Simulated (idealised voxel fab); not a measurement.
process module | voxel transistor to metal
cross-section cut | 160 nm wide | cells 5 nm
A cross-section is a grid of square cells, given in bands from the top down. A band is one or more rows of cells.
Each band's line starts with the height of the band's top and of its bottom, in nm. Then come its materials from left to right, each with its width in nm. One material with "throughout" fills the band from edge to edge. "air" is empty space.
Height 0 is the level under which the wafer as received is all one material. The lowest band goes on downwards, as in "0 down".
A width such as "30 to 40" changes by the same amount from each row of cells to the next, from the band's top row to its bottom row.
"no change" after a step means that no cell of the cross-section changed.
closed voids: empty space of 8 cells or more with no open way to the top, each as width x height at its distance from the left edge, in nm
after a step's settings: what the simulator itself notes on the step
overlay nm, on a step with a mask: how far to the right of its planned place the mask lay; to the left if negative
Each pair below shows a cross-section before one step and the cross-section after it, down to the lowest band that changed. The line under each pair gives the step between them, with its settings. The pairs can come from different runs of this module on the same starting wafer, so a pair continues from the pair above only where its "before" says so.
before
  120 to 105: aC 35 | air 15 | aC 55 | air 15 | aC 40
  105 to 80: lowk 35 | air 15 | lowk 55 | air 15 | lowk 40
  80 to 75: SiCN throughout
  75 to 55: lowk 35 | TiN 5 | Ru 10 | TiN 5 | lowk 50 | TiN 5 | Ru 10 | TiN 5 | lowk 35
  55 to 50: SiN 35 | TiN 20 | SiN 50 | TiN 20 | SiN 35
  50 to 30: SiO2 35 | TiN 5 | W 10 | TiN 5 | SiO2 50 | TiN 5 | W 10 | TiN 5 | SiO2 35
  30 to 20: SiO2 35 | TiN 5 | W 10 | TiN 5 | SiO2 10 | SiN 5 | SiCN 20 | SiN 5 | SiO2 10 | TiN 5 | W 10 | TiN 5 | SiO2 35
  20 to 0: SiO2 35 | TiN 5 | W 10 | TiN 5 | SiO2 10 | SiN 5 | polySi 20 | SiN 5 | SiO2 10 | TiN 5 | W 10 | TiN 5 | SiO2 35
  0 to -5: SiO2 25 | SiN 5 | SiO2 5 | TiN 20 | SiO2 10 | SiN 5 | polySi 20 | SiN 5 | SiO2 10 | TiN 20 | SiO2 5 | SiN 5 | SiO2 25
  -5 to -10: SiO2 30 | nSi 35 | SiO2 30 | nSi 35 | SiO2 30
  -10 to -40: SiO2 35 | Si 90 | SiO2 35
  -40 down: Si throughout
  closed voids: none
after
  105 to 80: lowk 35 | air 15 | lowk 55 | air 15 | lowk 40
  below 80: unchanged
  closed voids: none
the step between: op STRIP | etch materials aC
before: the cross-section after the pair above
after
  120 to 105: resist 35 | air 20 | resist 50 | air 20 | resist 35
  below 105: unchanged
  closed voids: none
the step between: op PATTERN | tone open | mask id METAL_2 | material resist | width nm 20 | pitch nm 70 | thk nm 15 | overlay nm 0
before: the cross-section after the pair above
after
  120 to 105: resist 35 | air 20 | resist 50 | air 20 | resist 35
  105 to 90: lowk 35 | air 20 | lowk 50 | air 20 | lowk 35
  below 90: unchanged
  closed voids: none
the step between: op DIRECTIONAL_ETCH | etch materials lowk | depth nm 15
before: the cross-section after the pair above
after
  120 to 105: resist 35 | air 20 | resist 50 | air 20 | resist 35
  105 to 90: lowk 35 | air 20 | lowk 50 | air 20 | lowk 35
  90 to 80: lowk 35 | air 15 | lowk 55 | air 15 | lowk 40
  80 to 75: SiCN 35 | air 15 | SiCN 55 | air 15 | SiCN 40
  below 75: unchanged
  closed voids: none
the step between: op DIRECTIONAL_ETCH | etch materials SiCN | depth nm 5
before: the cross-section after the pair above
after
  105 to 90: lowk 35 | air 20 | lowk 50 | air 20 | lowk 35
  below 90: unchanged
  closed voids: none
the step between: op STRIP | etch materials resist
before: the cross-section after the pair above
after
  110 to 105: TiN 40 | air 10 | TiN 60 | air 10 | TiN 40
  105 to 95: lowk 35 | TiN 5 | air 10 | TiN 5 | lowk 50 | TiN 5 | air 10 | TiN 5 | lowk 35
  95 to 90: lowk 35 | TiN 5 | air 5 | TiN 10 | lowk 50 | TiN 5 | air 5 | TiN 10 | lowk 35
  90 to 80: lowk 35 | TiN 5 | air 5 | TiN 5 | lowk 55 | TiN 5 | air 5 | TiN 5 | lowk 40
  80 to 75: SiCN 35 | TiN 15 | SiCN 55 | TiN 15 | SiCN 40
  below 75: unchanged
  closed voids: none
the step between: op CONFORMAL_DEP | material TiN | thk nm 5
before: the cross-section after the pair above
after
  120 to 110: Cu throughout
  110 to 105: TiN 40 | Cu 10 | TiN 60 | Cu 10 | TiN 40
  105 to 95: lowk 35 | TiN 5 | Cu 10 | TiN 5 | lowk 50 | TiN 5 | Cu 10 | TiN 5 | lowk 35
  95 to 90: lowk 35 | TiN 5 | Cu 5 | TiN 10 | lowk 50 | TiN 5 | Cu 5 | TiN 10 | lowk 35
  90 to 80: lowk 35 | TiN 5 | Cu 5 | TiN 5 | lowk 55 | TiN 5 | Cu 5 | TiN 5 | lowk 40
  below 80: unchanged
  closed voids: none
the step between: op FILL_DEP | material Cu | thk nm 10
before: the cross-section after the pair above
after
  105 to 95: lowk 35 | TiN 5 | Cu 10 | TiN 5 | lowk 50 | TiN 5 | Cu 10 | TiN 5 | lowk 35
  below 95: unchanged
  closed voids: none
the step between: op CMP | height nm 105
before: the cross-section after the pair above
after
  110 to 105: SiCN throughout
  below 105: unchanged
  closed voids: none
the step between: op CONFORMAL_DEP | material SiCN | thk nm 5
before
  105 to 80: lowk 35 | air 15 | lowk 55 | air 15 | lowk 40
  80 to 75: SiCN throughout
  75 to 55: lowk 35 | TiN 5 | Ru 10 | TiN 5 | lowk 50 | TiN 5 | Ru 10 | TiN 5 | lowk 35
  55 to 50: SiN 35 | TiN 20 | SiN 50 | TiN 20 | SiN 35
  50 to 35: SiO2 35 | TiN 5 | W 10 | TiN 5 | SiO2 50 | TiN 5 | W 10 | TiN 5 | SiO2 35
  35 to 20: SiO2 35 | TiN 5 | W 10 | TiN 5 | SiO2 10 | SiN 5 | SiCN 20 | SiN 5 | SiO2 10 | TiN 5 | W 10 | TiN 5 | SiO2 35
  20 to 0: SiO2 35 | TiN 5 | W 10 | TiN 5 | SiO2 10 | SiN 5 | polySi 20 | SiN 5 | SiO2 10 | TiN 5 | W 10 | TiN 5 | SiO2 35
  0 to -5: SiO2 25 | SiN 5 | SiO2 5 | TiN 20 | SiO2 10 | SiN 5 | polySi 20 | SiN 5 | SiO2 10 | TiN 20 | SiO2 5 | SiN 5 | SiO2 25
  -5 to -10: SiO2 30 | nSi 35 | SiO2 30 | nSi 35 | SiO2 30
  -10 to -40: SiO2 35 | Si 90 | SiO2 35
  -40 down: Si throughout
  closed voids: none
after
  120 to 105: resist 35 | air 25 | resist 45 | air 25 | resist 30
  below 105: unchanged
  closed voids: none
the step between: op PATTERN | tone open | mask id METAL_2 | material resist | width nm 25 | pitch nm 70 | thk nm 15 | overlay nm 0
before: the cross-section after the pair above
after
  120 to 105: resist 35 | air 25 | resist 45 | air 25 | resist 30
  105 to 90: lowk 35 | air 25 | lowk 45 | air 25 | lowk 30
  below 90: unchanged
  closed voids: none
the step between: op DIRECTIONAL_ETCH | etch materials lowk | depth nm 15
before: the cross-section after the pair above
after
  120 to 105: resist 35 | air 25 | resist 45 | air 25 | resist 30
  105 to 90: lowk 35 | air 25 | lowk 45 | air 25 | lowk 30
  90 to 80: lowk 35 | air 15 | lowk 55 | air 15 | lowk 40
  80 to 75: SiCN 35 | air 15 | SiCN 55 | air 15 | SiCN 40
  below 75: unchanged
  closed voids: none
the step between: op DIRECTIONAL_ETCH | etch materials SiCN | depth nm 5
before: the cross-section after the pair above
after
  105 to 90: lowk 35 | air 25 | lowk 45 | air 25 | lowk 30
  below 90: unchanged
  closed voids: none
the step between: op STRIP | etch materials resist
before: the cross-section after the pair above
after
  110 to 105: TiN 40 | air 15 | TiN 55 | air 15 | TiN 35
  105 to 95: lowk 35 | TiN 5 | air 15 | TiN 5 | lowk 45 | TiN 5 | air 15 | TiN 5 | lowk 30
  95 to 90: lowk 35 | TiN 5 | air 5 | TiN 15 | lowk 45 | TiN 5 | air 5 | TiN 15 | lowk 30
  90 to 80: lowk 35 | TiN 5 | air 5 | TiN 5 | lowk 55 | TiN 5 | air 5 | TiN 5 | lowk 40
  80 to 75: SiCN 35 | TiN 15 | SiCN 55 | TiN 15 | SiCN 40
  below 75: unchanged
  closed voids: none
the step between: op CONFORMAL_DEP | material TiN | thk nm 5
before: the cross-section after the pair above
after
  120 to 110: Cu throughout
  110 to 105: TiN 40 | Cu 15 | TiN 55 | Cu 15 | TiN 35
  105 to 95: lowk 35 | TiN 5 | Cu 15 | TiN 5 | lowk 45 | TiN 5 | Cu 15 | TiN 5 | lowk 30
  95 to 90: lowk 35 | TiN 5 | Cu 5 | TiN 15 | lowk 45 | TiN 5 | Cu 5 | TiN 15 | lowk 30
  90 to 80: lowk 35 | TiN 5 | Cu 5 | TiN 5 | lowk 55 | TiN 5 | Cu 5 | TiN 5 | lowk 40
  below 80: unchanged
  closed voids: none
the step between: op FILL_DEP | material Cu | thk nm 10
before: the cross-section after the pair above
after
  105 to 95: lowk 35 | TiN 5 | Cu 15 | TiN 5 | lowk 45 | TiN 5 | Cu 15 | TiN 5 | lowk 30
  below 95: unchanged
  closed voids: none
the step between: op CMP | height nm 105
before: the cross-section after the pair above
after
  110 to 105: SiCN throughout
  below 105: unchanged
  closed voids: none
the step between: op CONFORMAL_DEP | material SiCN | thk nm 5
before
  40 to 35: SiCN 25 | air 110 | SiCN 25
  35 to 25: SiCN throughout
  25 to 20: polySi 25 | SiCN 110 | polySi 25
  20 to 0: polySi throughout
  0 to -5: SiO2 25 | polySi 110 | SiO2 25
  -5 to -10: SiO2 throughout
  -10 to -40: SiO2 35 | Si 90 | SiO2 35
  -40 down: Si throughout
  closed voids: none
after
  35 to 25: air 75 | SiCN 20 | air 65
  25 to 20: polySi 25 | air 50 | SiCN 20 | air 40 | polySi 25
  below 20: unchanged
  closed voids: none
the step between: op MASKED_ETCH | tone cover | mask id GATE | width nm 20 | etch materials SiCN | depth nm 25 | overlay nm 5
before: the cross-section after the pair above
after
  35 to 20: air 75 | SiCN 20 | air 65
  20 to 0: air 70 | polySi 25 | air 65
  0 to -5: SiO2 25 | air 45 | polySi 25 | air 40 | SiO2 25
  below -5: unchanged
  closed voids: none
the step between: op MASKED_ETCH | tone cover | mask id GATE | width nm 20 | etch materials polySi | depth nm 35 | overlay nm 0
before: the cross-section after the pair above
after
  40 to 35: air 70 | SiN 30 | air 60
  35 to 25: air 70 | SiN 5 | SiCN 20 | SiN 5 | air 60
  25 to 20: air 65 | SiN 10 | SiCN 20 | SiN 5 | air 60
  20 to 5: air 65 | SiN 5 | polySi 25 | SiN 5 | air 60
  5 to 0: SiN 30 | air 35 | SiN 5 | polySi 25 | SiN 5 | air 30 | SiN 30
  0 to -5: SiO2 25 | SiN 45 | polySi 25 | SiN 40 | SiO2 25
  below -5: unchanged
  closed voids: none
the step between: op CONFORMAL_DEP | material SiN | thk nm 5
before: the cross-section after the pair above
after
  35 to 20: air 70 | SiN 5 | SiCN 20 | SiN 5 | air 60
  20 to 0: air 65 | SiN 5 | polySi 25 | SiN 5 | air 60
  0 to -5: SiO2 25 | SiN 5 | air 35 | SiN 5 | polySi 25 | SiN 5 | air 30 | SiN 5 | SiO2 25
  below -5: unchanged
  closed voids: none
the step between: op DIRECTIONAL_ETCH | etch materials SiN | depth nm 5
before: the cross-section after the pair above
after
  35 to 20: air 70 | SiN 5 | SiCN 20 | SiN 5 | air 60
  20 to 0: air 65 | SiN 5 | polySi 25 | SiN 5 | air 60
  0 to -5: air 25 | SiN 5 | air 35 | SiN 5 | polySi 25 | SiN 5 | air 30 | SiN 5 | air 25
  -5 to -10: SiO2 30 | air 35 | SiO2 35 | air 30 | SiO2 30
  below -10: unchanged
  closed voids: none
the step between: op DIRECTIONAL_ETCH | etch materials SiO2 | depth nm 5
before: the cross-section after the pair above
after
  35 to 20: air 70 | SiN 5 | SiCN 20 | SiN 5 | air 60
  20 to 0: air 65 | SiN 5 | polySi 25 | SiN 5 | air 60
  0 to -5: air 25 | SiN 5 | air 35 | SiN 5 | polySi 25 | SiN 5 | air 30 | SiN 5 | air 25
  -5 to -10: SiO2 30 | nSi 35 | SiO2 35 | nSi 30 | SiO2 30
  below -10: unchanged
  closed voids: none
the step between: op EPI | material nSi | thk nm 5
before: the cross-section after the pair above
after
  40 to 35: SiO2 throughout
  35 to 20: SiO2 70 | SiN 5 | SiCN 20 | SiN 5 | SiO2 60
  20 to 0: SiO2 65 | SiN 5 | polySi 25 | SiN 5 | SiO2 60
  0 to -5: SiO2 25 | SiN 5 | SiO2 35 | SiN 5 | polySi 25 | SiN 5 | SiO2 30 | SiN 5 | SiO2 25
  below -5: unchanged
  closed voids: none
the step between: op FILL_DEP | material SiO2 | thk nm 5
before: the cross-section after the pair above
after
  35 to 20: SiO2 70 | SiN 5 | SiCN 20 | SiN 5 | SiO2 60
  below 20: unchanged
  closed voids: none
the step between: op CMP | height nm 35
before: the cross-section after the pair above
after
  50 to 35: SiO2 throughout
  below 35: unchanged
  closed voids: none
the step between: op DIRECTIONAL_DEP | material SiO2 | thk nm 15
before: the cross-section after the pair above
after
  70 to 50: resist 35 | air 20 | resist 50 | air 20 | resist 35
  below 50: unchanged
  closed voids: none
the step between: op PATTERN | tone open | mask id CONTACT | material resist | width nm 20 | pitch nm 70 | thk nm 20 | overlay nm 0
before: the cross-section after the pair above
after
  70 to 50: resist 35 | air 20 | resist 50 | air 20 | resist 35
  50 to 35: SiO2 35 | air 20 | SiO2 50 | air 20 | SiO2 35
  35 to 20: SiO2 35 | air 20 | SiO2 15 | SiN 5 | SiCN 20 | SiN 5 | SiO2 5 | air 20 | SiO2 35
  20 to 0: SiO2 35 | air 20 | SiO2 10 | SiN 5 | polySi 25 | SiN 5 | SiO2 5 | air 20 | SiO2 35
  0 to -5: SiO2 25 | SiN 5 | SiO2 5 | air 20 | SiO2 10 | SiN 5 | polySi 25 | SiN 5 | SiO2 5 | air 20 | SiO2 5 | SiN 5 | SiO2 25
  below -5: unchanged
  closed voids: none
the step between: op DIRECTIONAL_ETCH | etch materials SiO2 | depth nm 55
before: the cross-section after the pair above
after
  50 to 35: SiO2 35 | air 20 | SiO2 50 | air 20 | SiO2 35
  below 35: unchanged
  closed voids: none
the step between: op STRIP | etch materials resist
before: the cross-section after the pair above
after
  55 to 50: TiN 40 | air 10 | TiN 60 | air 10 | TiN 40
  50 to 35: SiO2 35 | TiN 5 | air 10 | TiN 5 | SiO2 50 | TiN 5 | air 10 | TiN 5 | SiO2 35
  35 to 20: SiO2 35 | TiN 5 | air 10 | TiN 5 | SiO2 15 | SiN 5 | SiCN 20 | SiN 5 | SiO2 5 | TiN 5 | air 10 | TiN 5 | SiO2 35
  20 to 0: SiO2 35 | TiN 5 | air 10 | TiN 5 | SiO2 10 | SiN 5 | polySi 25 | SiN 5 | SiO2 5 | TiN 5 | air 10 | TiN 5 | SiO2 35
  0 to -5: SiO2 25 | SiN 5 | SiO2 5 | TiN 20 | SiO2 10 | SiN 5 | polySi 25 | SiN 5 | SiO2 5 | TiN 20 | SiO2 5 | SiN 5 | SiO2 25
  below -5: unchanged
  closed voids: none
the step between: op CONFORMAL_DEP | material TiN | thk nm 5
before: the cross-section after the pair above
after
  65 to 55: W throughout
  55 to 50: TiN 40 | W 10 | TiN 60 | W 10 | TiN 40
  50 to 35: SiO2 35 | TiN 5 | W 10 | TiN 5 | SiO2 50 | TiN 5 | W 10 | TiN 5 | SiO2 35
  35 to 20: SiO2 35 | TiN 5 | W 10 | TiN 5 | SiO2 15 | SiN 5 | SiCN 20 | SiN 5 | SiO2 5 | TiN 5 | W 10 | TiN 5 | SiO2 35
  20 to 0: SiO2 35 | TiN 5 | W 10 | TiN 5 | SiO2 10 | SiN 5 | polySi 25 | SiN 5 | SiO2 5 | TiN 5 | W 10 | TiN 5 | SiO2 35
  below 0: unchanged
  closed voids: none
the step between: op FILL_DEP | material W | thk nm 10
before: the cross-section after the pair above
after
  50 to 35: SiO2 35 | TiN 5 | W 10 | TiN 5 | SiO2 50 | TiN 5 | W 10 | TiN 5 | SiO2 35
  below 35: unchanged
  closed voids: none
the step between: op CMP | height nm 50
before: the cross-section after the pair above
after
  55 to 50: SiN throughout
  below 50: unchanged
  closed voids: none
the step between: op CONFORMAL_DEP | material SiN | thk nm 5
before: the cross-section after the pair above
after
  75 to 55: lowk throughout
  below 55: unchanged
  closed voids: none
the step between: op DIRECTIONAL_DEP | material lowk | thk nm 20
before: the cross-section after the pair above
after
  90 to 75: resist 35 | air 20 | resist 50 | air 20 | resist 35
  below 75: unchanged
  closed voids: none
the step between: op PATTERN | tone open | mask id METAL_1 | material resist | width nm 20 | pitch nm 70 | thk nm 15 | overlay nm 0
before: the cross-section after the pair above
after
  90 to 75: resist 35 | air 20 | resist 50 | air 20 | resist 35
  75 to 55: lowk 35 | air 20 | lowk 50 | air 20 | lowk 35
  below 55: unchanged
  closed voids: none
the step between: op DIRECTIONAL_ETCH | etch materials lowk | depth nm 20
before: the cross-section after the pair above
after
  90 to 75: resist 35 | air 20 | resist 50 | air 20 | resist 35
  75 to 55: lowk 35 | air 20 | lowk 50 | air 20 | lowk 35
  55 to 50: SiN 35 | air 20 | SiN 50 | air 20 | SiN 35
  below 50: unchanged
  closed voids: none
the step between: op DIRECTIONAL_ETCH | etch materials SiN | depth nm 5
before: the cross-section after the pair above
after
  75 to 55: lowk 35 | air 20 | lowk 50 | air 20 | lowk 35
  below 55: unchanged
  closed voids: none
the step between: op STRIP | etch materials resist
before: the cross-section after the pair above
after
  80 to 75: TiN 40 | air 10 | TiN 60 | air 10 | TiN 40
  75 to 55: lowk 35 | TiN 5 | air 10 | TiN 5 | lowk 50 | TiN 5 | air 10 | TiN 5 | lowk 35
  55 to 50: SiN 35 | TiN 20 | SiN 50 | TiN 20 | SiN 35
  below 50: unchanged
  closed voids: none
the step between: op CONFORMAL_DEP | material TiN | thk nm 5
before: the cross-section after the pair above
after
  90 to 80: Ru throughout
  80 to 75: TiN 40 | Ru 10 | TiN 60 | Ru 10 | TiN 40
  75 to 55: lowk 35 | TiN 5 | Ru 10 | TiN 5 | lowk 50 | TiN 5 | Ru 10 | TiN 5 | lowk 35
  below 55: unchanged
  closed voids: none
the step between: op FILL_DEP | material Ru | thk nm 10
before: the cross-section after the pair above
after
  75 to 55: lowk 35 | TiN 5 | Ru 10 | TiN 5 | lowk 50 | TiN 5 | Ru 10 | TiN 5 | lowk 35
  below 55: unchanged
  closed voids: none
the step between: op CMP | height nm 75
before: the cross-section after the pair above
after
  80 to 75: SiCN throughout
  below 75: unchanged
  closed voids: none
the step between: op CONFORMAL_DEP | material SiCN | thk nm 5
before: the cross-section after the pair above
after
  105 to 80: lowk throughout
  below 80: unchanged
  closed voids: none
the step between: op DIRECTIONAL_DEP | material lowk | thk nm 25
before: the cross-section after the pair above
after
  120 to 105: aC throughout
  below 105: unchanged
  closed voids: none
the step between: op DIRECTIONAL_DEP | material aC | thk nm 15
before: the cross-section after the pair above
after
  155 to 120: resist 35 | air 15 | resist 55 | air 15 | resist 40
  below 120: unchanged
  closed voids: none
the step between: op PATTERN | tone open | mask id METAL_2_HOLES | material resist | width nm 15 | pitch nm 70 | thk nm 35 | overlay nm 0
before: the cross-section after the pair above
after
  140 to 120: resist 35 | air 15 | resist 55 | air 15 | resist 40
  120 to 105: aC 35 | air 15 | aC 55 | air 15 | aC 40
  below 105: unchanged
  closed voids: none
the step between: op DIRECTIONAL_ETCH | etch materials aC | depth nm 15
before: the cross-section after the pair above
after
  120 to 105: aC 35 | air 15 | aC 55 | air 15 | aC 40
  below 105: unchanged
  closed voids: none
the step between: op STRIP | etch materials resist
before: the cross-section after the pair above
after
  120 to 105: aC 35 | air 15 | aC 55 | air 15 | aC 40
  105 to 80: lowk 35 | air 15 | lowk 55 | air 15 | lowk 40
  below 80: unchanged
  closed voids: none
the step between: op DIRECTIONAL_ETCH | etch materials lowk | depth nm 25
before: the cross-section after the pair above
after
  105 to 80: lowk 35 | air 15 | lowk 55 | air 15 | lowk 40
  below 80: unchanged
  closed voids: none
the step between: op STRIP | etch materials aC
before: the cross-section after the pair above
after
  120 to 105: resist 35 | air 20 | resist 50 | air 20 | resist 35
  below 105: unchanged
  closed voids: none
the step between: op PATTERN | tone open | mask id METAL_2 | material resist | width nm 20 | pitch nm 70 | thk nm 15 | overlay nm 0
before: the cross-section after the pair above
after
  120 to 105: resist 35 | air 20 | resist 50 | air 20 | resist 35
  105 to 90: lowk 35 | air 20 | lowk 50 | air 20 | lowk 35
  below 90: unchanged
  closed voids: none
the step between: op DIRECTIONAL_ETCH | etch materials lowk | depth nm 15
before: the cross-section after the pair above
after
  120 to 105: resist 35 | air 20 | resist 50 | air 20 | resist 35
  105 to 90: lowk 35 | air 20 | lowk 50 | air 20 | lowk 35
  90 to 80: lowk 35 | air 15 | lowk 55 | air 15 | lowk 40
  80 to 75: SiCN 35 | air 15 | SiCN 55 | air 15 | SiCN 40
  below 75: unchanged
  closed voids: none
the step between: op DIRECTIONAL_ETCH | etch materials SiCN | depth nm 5
before: the cross-section after the pair above
after
  105 to 90: lowk 35 | air 20 | lowk 50 | air 20 | lowk 35
  below 90: unchanged
  closed voids: none
the step between: op STRIP | etch materials resist
before: the cross-section after the pair above
after
  110 to 105: TiN 40 | air 10 | TiN 60 | air 10 | TiN 40
  105 to 95: lowk 35 | TiN 5 | air 10 | TiN 5 | lowk 50 | TiN 5 | air 10 | TiN 5 | lowk 35
  95 to 90: lowk 35 | TiN 5 | air 5 | TiN 10 | lowk 50 | TiN 5 | air 5 | TiN 10 | lowk 35
  90 to 80: lowk 35 | TiN 5 | air 5 | TiN 5 | lowk 55 | TiN 5 | air 5 | TiN 5 | lowk 40
  80 to 75: SiCN 35 | TiN 15 | SiCN 55 | TiN 15 | SiCN 40
  below 75: unchanged
  closed voids: none
the step between: op CONFORMAL_DEP | material TiN | thk nm 5
before: the cross-section after the pair above
after
  120 to 110: Cu throughout
  110 to 105: TiN 40 | Cu 10 | TiN 60 | Cu 10 | TiN 40
  105 to 95: lowk 35 | TiN 5 | Cu 10 | TiN 5 | lowk 50 | TiN 5 | Cu 10 | TiN 5 | lowk 35
  95 to 90: lowk 35 | TiN 5 | Cu 5 | TiN 10 | lowk 50 | TiN 5 | Cu 5 | TiN 10 | lowk 35
  90 to 80: lowk 35 | TiN 5 | Cu 5 | TiN 5 | lowk 55 | TiN 5 | Cu 5 | TiN 5 | lowk 40
  below 80: unchanged
  closed voids: none
the step between: op FILL_DEP | material Cu | thk nm 10
before: the cross-section after the pair above
after
  105 to 95: lowk 35 | TiN 5 | Cu 10 | TiN 5 | lowk 50 | TiN 5 | Cu 10 | TiN 5 | lowk 35
  below 95: unchanged
  closed voids: none
the step between: op CMP | height nm 105
before: the cross-section after the pair above
after
  110 to 105: SiCN throughout
  below 105: unchanged
  closed voids: none
the step between: op CONFORMAL_DEP | material SiCN | thk nm 5
before
  55 to 50: SiN throughout
  50 to 35: SiO2 35 | TiN 5 | W 10 | TiN 5 | SiO2 50 | TiN 5 | W 10 | TiN 5 | SiO2 35
  35 to 20: SiO2 35 | TiN 5 | W 10 | TiN 5 | SiO2 10 | SiN 5 | SiCN 20 | SiN 5 | SiO2 10 | TiN 5 | W 10 | TiN 5 | SiO2 35
  20 to 0: SiO2 35 | TiN 5 | W 10 | TiN 5 | SiO2 10 | SiN 5 | polySi 20 | SiN 5 | SiO2 10 | TiN 5 | W 10 | TiN 5 | SiO2 35
  0 to -5: SiO2 25 | SiN 5 | SiO2 5 | TiN 20 | SiO2 10 | SiN 5 | polySi 20 | SiN 5 | SiO2 10 | TiN 20 | SiO2 5 | SiN 5 | SiO2 25
  -5 to -10: SiO2 30 | nSi 35 | SiO2 30 | nSi 35 | SiO2 30
  -10 to -40: SiO2 35 | Si 90 | SiO2 35
  -40 down: Si throughout
  closed voids: none
after
  75 to 50: SiN throughout
  below 50: unchanged
  closed voids: none
the step between: op DIRECTIONAL_DEP | material SiN | thk nm 20
before: the cross-section after the pair above
after
  90 to 75: resist 35 | air 20 | resist 50 | air 20 | resist 35
  below 75: unchanged
  closed voids: none
the step between: op PATTERN | tone open | mask id METAL_1 | material resist | width nm 20 | pitch nm 70 | thk nm 15 | overlay nm 0
before: the cross-section after the pair above
after
  90 to 75: resist 35 | air 20 | resist 50 | air 20 | resist 35
  75 to 70: SiN 35 | air 20 | SiN 50 | air 20 | SiN 35
  below 70: unchanged
  closed voids: none
the step between: op DIRECTIONAL_ETCH | etch materials SiN | depth nm 5
before: the cross-section after the pair above
after
  75 to 70: SiN 35 | air 20 | SiN 50 | air 20 | SiN 35
  below 70: unchanged
  closed voids: none
the step between: op STRIP | etch materials resist
before: the cross-section after the pair above
after
  80 to 75: TiN 40 | air 10 | TiN 60 | air 10 | TiN 40
  75 to 70: SiN 35 | TiN 20 | SiN 50 | TiN 20 | SiN 35
  below 70: unchanged
  closed voids: none
the step between: op CONFORMAL_DEP | material TiN | thk nm 5
before: the cross-section after the pair above
after
  90 to 80: Ru throughout
  80 to 75: TiN 40 | Ru 10 | TiN 60 | Ru 10 | TiN 40
  below 75: unchanged
  closed voids: none
the step between: op FILL_DEP | material Ru | thk nm 10
before: the cross-section after the pair above
after
  75 to 70: SiN 35 | TiN 20 | SiN 50 | TiN 20 | SiN 35
  below 70: unchanged
  closed voids: none
the step between: op CMP | height nm 75
before: the cross-section after the pair above
after
  80 to 75: SiCN throughout
  below 75: unchanged
  closed voids: none
the step between: op CONFORMAL_DEP | material SiCN | thk nm 5
before: the cross-section after the pair above
after
  105 to 80: lowk throughout
  below 80: unchanged
  closed voids: none
the step between: op DIRECTIONAL_DEP | material lowk | thk nm 25
before: the cross-section after the pair above
after
  120 to 105: aC throughout
  below 105: unchanged
  closed voids: none
the step between: op DIRECTIONAL_DEP | material aC | thk nm 15
before: the cross-section after the pair above
after
  155 to 120: resist 35 | air 15 | resist 55 | air 15 | resist 40
  below 120: unchanged
  closed voids: none
the step between: op PATTERN | tone open | mask id METAL_2_HOLES | material resist | width nm 15 | pitch nm 70 | thk nm 35 | overlay nm 0
before: the cross-section after the pair above
after
  140 to 120: resist 35 | air 15 | resist 55 | air 15 | resist 40
  120 to 105: aC 35 | air 15 | aC 55 | air 15 | aC 40
  below 105: unchanged
  closed voids: none
the step between: op DIRECTIONAL_ETCH | etch materials aC | depth nm 15
before: the cross-section after the pair above
after
  120 to 105: aC 35 | air 15 | aC 55 | air 15 | aC 40
  below 105: unchanged
  closed voids: none
the step between: op STRIP | etch materials resist
before: the cross-section after the pair above
after
  120 to 105: aC 35 | air 15 | aC 55 | air 15 | aC 40
  105 to 80: lowk 35 | air 15 | lowk 55 | air 15 | lowk 40
  below 80: unchanged
  closed voids: none
the step between: op DIRECTIONAL_ETCH | etch materials lowk | depth nm 25
before: the cross-section after the pair above
after
  105 to 80: lowk 35 | air 15 | lowk 55 | air 15 | lowk 40
  below 80: unchanged
  closed voids: none
the step between: op STRIP | etch materials aC
before: the cross-section after the pair above
after
  120 to 105: resist 35 | air 20 | resist 50 | air 20 | resist 35
  below 105: unchanged
  closed voids: none
the step between: op PATTERN | tone open | mask id METAL_2 | material resist | width nm 20 | pitch nm 70 | thk nm 15 | overlay nm 0
before: the cross-section after the pair above
after
  120 to 105: resist 35 | air 20 | resist 50 | air 20 | resist 35
  105 to 90: lowk 35 | air 20 | lowk 50 | air 20 | lowk 35
  below 90: unchanged
  closed voids: none
the step between: op DIRECTIONAL_ETCH | etch materials lowk | depth nm 15
before: the cross-section after the pair above
after
  120 to 105: resist 35 | air 20 | resist 50 | air 20 | resist 35
  105 to 90: lowk 35 | air 20 | lowk 50 | air 20 | lowk 35
  90 to 80: lowk 35 | air 15 | lowk 55 | air 15 | lowk 40
  80 to 75: SiCN 35 | air 15 | SiCN 55 | air 15 | SiCN 40
  below 75: unchanged
  closed voids: none
the step between: op DIRECTIONAL_ETCH | etch materials SiCN | depth nm 5
before: the cross-section after the pair above
after
  105 to 90: lowk 35 | air 20 | lowk 50 | air 20 | lowk 35
  below 90: unchanged
  closed voids: none
the step between: op STRIP | etch materials resist
before: the cross-section after the pair above
after
  110 to 105: TiN 40 | air 10 | TiN 60 | air 10 | TiN 40
  105 to 95: lowk 35 | TiN 5 | air 10 | TiN 5 | lowk 50 | TiN 5 | air 10 | TiN 5 | lowk 35
  95 to 90: lowk 35 | TiN 5 | air 5 | TiN 10 | lowk 50 | TiN 5 | air 5 | TiN 10 | lowk 35
  90 to 80: lowk 35 | TiN 5 | air 5 | TiN 5 | lowk 55 | TiN 5 | air 5 | TiN 5 | lowk 40
  80 to 75: SiCN 35 | TiN 15 | SiCN 55 | TiN 15 | SiCN 40
  below 75: unchanged
  closed voids: none
the step between: op CONFORMAL_DEP | material TiN | thk nm 5
before: the cross-section after the pair above
after
  120 to 110: Cu throughout
  110 to 105: TiN 40 | Cu 10 | TiN 60 | Cu 10 | TiN 40
  105 to 95: lowk 35 | TiN 5 | Cu 10 | TiN 5 | lowk 50 | TiN 5 | Cu 10 | TiN 5 | lowk 35
  95 to 90: lowk 35 | TiN 5 | Cu 5 | TiN 10 | lowk 50 | TiN 5 | Cu 5 | TiN 10 | lowk 35
  90 to 80: lowk 35 | TiN 5 | Cu 5 | TiN 5 | lowk 55 | TiN 5 | Cu 5 | TiN 5 | lowk 40
  below 80: unchanged
  closed voids: none
the step between: op FILL_DEP | material Cu | thk nm 10
before: the cross-section after the pair above
after
  105 to 95: lowk 35 | TiN 5 | Cu 10 | TiN 5 | lowk 50 | TiN 5 | Cu 10 | TiN 5 | lowk 35
  below 95: unchanged
  closed voids: none
the step between: op CMP | height nm 105
before: the cross-section after the pair above
after
  110 to 105: SiCN throughout
  below 105: unchanged
  closed voids: none
the step between: op CONFORMAL_DEP | material SiCN | thk nm 5
before
  10 to 0: SiN throughout
  0 to -5: SiO2 throughout
  -5 down: Si throughout
  closed voids: none
after
  30 to 10: resist 30 | air 100 | resist 30
  below 10: unchanged
  closed voids: none
the step between: op PATTERN | tone open | mask id ACTIVE | material resist | width nm 100 | thk nm 20 | overlay nm 0
before: the cross-section after the pair above
after
  30 to 10: resist 30 | air 100 | resist 30
  10 to 0: SiN 30 | air 100 | SiN 30
  below 0: unchanged
  closed voids: none
the step between: op DIRECTIONAL_ETCH | etch materials SiN | depth nm 10
